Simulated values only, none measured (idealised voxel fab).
Process module name: voxel gate over fins
The cross-section shown here is cut; it is 300 nm wide and divided into square cells measuring 5 nm on a side.
For the purposes of this document, a cross-section shall be understood as a grid of square cells, specified as bands listed in top-to-bottom order, each band consisting of one or more rows of cells. Top height, bottom height, nm. Materials left to right, width each, nm. Single material + "full width" = fills band edge to edge. "blank" = empty. It should be noted that heights are counted from 0, beneath which the wafer as supplied is of one material throughout, and that the lowest band possesses no lower boundary but continues downward, as written in "from 0 down". With a width like "30->40", each row of cells in the band differs from the next by the same amount, the top row carrying the first number and the bottom row the second. No cell of the cross-section changed in a step that is given as "stayed the same". Empty spaces without an open route to the top, at least 8 cells in extent, make up the entry "Closed empty spaces"; each is given as width x height at distance, where the distance is measured from the left edge, and all are in nm. after a step's settings: what the simulator itself notes on the step. overlay nm: step with mask; distance mask lay right of planned place; negative value = left of planned place.
Intended process steps
1) RECEIVE,material Si
2) CONFORMAL_DEP,material SiN,thk nm 5
3) MASKED_ETCH,tone cover,mask id FINS,width nm 15,pitch nm 55,etch materials SiN,depth nm 5,overlay nm 0
4) MASKED_ETCH,tone cover,mask id FINS,width nm 15,pitch nm 55,etch materials Si,depth nm 40,overlay nm 0
5) OXIDIZE,depth nm 5
6) FILL_DEP,material SiO2,thk nm 10
7) CMP,height nm 5
8) DIRECTIONAL_DEP,material aC,thk nm 10
9) PATTERN,tone open,mask id RAIL,material resist,width nm 15,thk nm 25,overlay nm 0
10) DIRECTIONAL_ETCH,etch materials aC,depth nm 10
11) STRIP,etch materials resist
12) DIRECTIONAL_ETCH,etch materials SiO2,depth nm 40
13) STRIP,etch materials aC
14) CONFORMAL_DEP,material TiN,thk nm 5
15) FILL_DEP,material W,thk nm 10
16) CMP,height nm 5
17) SELECTIVE_ETCH,etch materials W Ru TiN,depth nm 25
18) FILL_DEP,material SiO2,thk nm 5
19) CMP,height nm 5
20) SELECTIVE_ETCH,etch materials SiO2,depth nm 15
21) STRIP,etch materials SiN
22) CONFORMAL_DEP,material HfO2,thk nm 5
23) CONFORMAL_DEP,material TiN,thk nm 5
24) CONFORMAL_DEP,material TiAl,thk nm 5
25) CONFORMAL_DEP,material TiN,thk nm 5
26) FILL_DEP,material W,thk nm 15
27) CMP,height nm 30
28) CONFORMAL_DEP,material SiN,thk nm 5
Incoming wafer in cross-section (state: after step 1)
    from 0 down  Si full width
    Closed empty spaces: none
The module was run from the start shown above using the plan shown above, but one mistake was made doing it; the resulting wafer cross-section is below
    from 35 to 30  SiN full width
    from 30 to 20  W full width
    from 20 to 10  W: 45 | TiN: 45 | W: 10 | TiN: 45 | W: 10 | TiN: 45 | W: 10 | TiN: 45 | W: 45
    from 10 to 5  TiN: 55 | TiAl: 25 | TiN: 30 | TiAl: 25 | TiN: 30 | TiAl: 25 | TiN: 30 | TiAl: 25 | TiN: 55
    from 5 to 0  TiN: 55 | TiAl: 5 | HfO2: 15 | TiAl: 5 | TiN: 30 | TiAl: 5 | HfO2: 15 | TiAl: 5 | TiN: 30 | TiAl: 5 | HfO2: 15 | TiAl: 5 | TiN: 30 | TiAl: 5 | HfO2: 15 | TiAl: 5 | TiN: 55
    from 0 to -5  TiAl: 60 | HfO2: 5 | Si: 5 | HfO2: 5 | TiAl: 40 | HfO2: 5 | Si: 5 | HfO2: 5 | TiAl: 40 | HfO2: 5 | Si: 5 | HfO2: 5 | TiAl: 40 | HfO2: 5 | Si: 5 | HfO2: 5 | TiAl: 60
    from -5 to -10  HfO2: 65 | Si: 5 | HfO2: 50 | Si: 5 | HfO2: 50 | Si: 5 | HfO2: 50 | Si: 5 | HfO2: 65
    from -10 to -20  SiO2: 65 | Si: 5 | SiO2: 50 | Si: 5 | SiO2: 50 | Si: 5 | SiO2: 50 | Si: 5 | SiO2: 65
    from -20 to -30  SiO2: 65 | Si: 5 | SiO2: 15 | TiN: 5 | W: 5 | TiN: 5 | SiO2: 20 | Si: 5 | SiO2: 50 | Si: 5 | SiO2: 50 | Si: 5 | SiO2: 65
    from -30 to -35  SiO2: 65 | Si: 5 | SiO2: 15 | TiN: 15 | SiO2: 20 | Si: 5 | SiO2: 50 | Si: 5 | SiO2: 50 | Si: 5 | SiO2: 65
    from -35 to -45  SiO2: 65 | Si: 5 | SiO2: 50 | Si: 5 | SiO2: 50 | Si: 5 | SiO2: 50 | Si: 5 | SiO2: 65
    from -45 down  Si full width
    Closed empty spaces: none
Error vs. plan: steps 23 and 24 swapped
